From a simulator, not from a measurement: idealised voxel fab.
Name of the process module below: voxel released beams
It is cross-section cut that appears here, measuring 180 nm in width, its square cells being 5 nm in size.
Heads up, the way a cross-section reads in here is a grid of square cells, handed over as bands from the top down, with every band being one or more rows of cells. Band: top height; bottom height; in nm. Then, left to right: material with width in nm, for each material. "full width": a single material spanning edge to edge. "empty": empty space. Heads up on the height convention: 0 is the point under which the incoming wafer is all one material, and the lowest band has no bottom, it just keeps going down, like "0 and below". Think of "30 to 40" as a width that walks from the first number to the second as you go down the band, top row to bottom row, taking equal-sized steps from row to row. The cross-section has no changed cell in any step marked "no change occurred". Listed in "Sealed internal cavities": every empty space of 8 or more cells without an open way to the top. Form: width x height at distance, the distance being from the left edge, all in nm. after a step's settings: what the simulator itself notes on the step. "overlay nm" answers the question of how far to the right of plan the mask lay on a step that has a mask, and when it is negative the answer is to the left.

THIS SECTION LISTS THE PROCESS STEPS THAT WERE PLANNED
1,RECEIVE | material Si
2,CONFORMAL_DEP | material SiN | thk nm 5
3,DIRECTIONAL_DEP | material SiO2 | thk nm 10
4,MASKED_ETCH | tone open | mask id ANCHOR | width nm 35 | etch materials SiO2 | depth nm 10 | overlay nm 0
5,CONFORMAL_DEP | material TiN | thk nm 10
6,MASKED_ETCH | tone cover | mask id BEAM | width nm 80 | etch materials TiN | depth nm 10 | overlay nm 0
7,STRIP | etch materials SiO2

FIRST OF THE TWO WAFERS, RUN PER PLAN

CROSS-SECTION, INCOMING MATERIAL, AFTER STEP 1
* 0 and below: Si full width
* Sealed internal cavities: none

CROSS-SECTION THROUGH THE WAFER, STEP 2 FINISHED
* 5 down to 0: SiN full width
* Under 0: no change, same as before.

CROSS-SECTION THROUGH THE WAFER, STEP 3 FINISHED
* 15 down to 5: SiO2 full width
* Under 5: no change, same as before.

CROSS-SECTION THROUGH THE WAFER, STEP 4 FINISHED
* 15 down to 5: SiO2 50 nm; empty 35 nm; SiO2 95 nm
* Under 5: no change, same as before.

CROSS-SECTION THROUGH THE WAFER, STEP 5 FINISHED
* 25 down to 15: TiN 60 nm; empty 15 nm; TiN 105 nm
* 15 down to 5: SiO2 50 nm; TiN 35 nm; SiO2 95 nm
* Under 5: no change, same as before.

CROSS-SECTION THROUGH THE WAFER, STEP 6 FINISHED
* 25 down to 15: empty 45 nm; TiN 15 nm; empty 15 nm; TiN 50 nm; empty 55 nm
* Under 15: no change, same as before.

CROSS-SECTION THROUGH THE WAFER, STEP 7 FINISHED
* 25 down to 15: empty 45 nm; TiN 15 nm; empty 15 nm; TiN 50 nm; empty 55 nm
* 15 down to 5: empty 50 nm; TiN 35 nm; empty 95 nm
* Under 5: no change, same as before.

WAFER TWO. IDENTICAL START, IDENTICAL PLAN. ONE MISTAKE IN EXECUTION. IDENTICAL HISTORY THROUGH STEP 3

CROSS-SECTIONAL VIEW OF THE SECOND WAFER AT THE INTENDED END TIME OF PROCESS STEP 4
* 15 down to 5: SiO2 55 nm; empty 25 nm; SiO2 100 nm
* Under 5: no change, same as before.

CROSS-SECTIONAL VIEW OF THE SECOND WAFER AT THE INTENDED END TIME OF PROCESS STEP 5
* 25 down to 15: TiN 65 nm; empty 5 nm; TiN 110 nm
* 15 down to 5: SiO2 55 nm; TiN 25 nm; SiO2 100 nm
* Under 5: no change, same as before.

CROSS-SECTIONAL VIEW OF THE SECOND WAFER AT THE INTENDED END TIME OF PROCESS STEP 6
* 25 down to 15: empty 45 nm; TiN 20 nm; empty 5 nm; TiN 55 nm; empty 55 nm
* Under 15: no change, same as before.

CROSS-SECTIONAL VIEW OF THE SECOND WAFER AT THE INTENDED END TIME OF PROCESS STEP 7
* 25 down to 15: empty 45 nm; TiN 20 nm; empty 5 nm; TiN 55 nm; empty 55 nm
* 15 down to 5: empty 55 nm; TiN 25 nm; empty 100 nm
* Under 5: no change, same as before.
Deviation from plan: step 4 ran as: MASKED_ETCH | tone open | mask id ANCHOR | width nm 25 | etch materials SiO2 | depth nm 10 | overlay nm 0
At the end, the second wafer has the same number of cells of each material as the first, but those cells sit in other places.
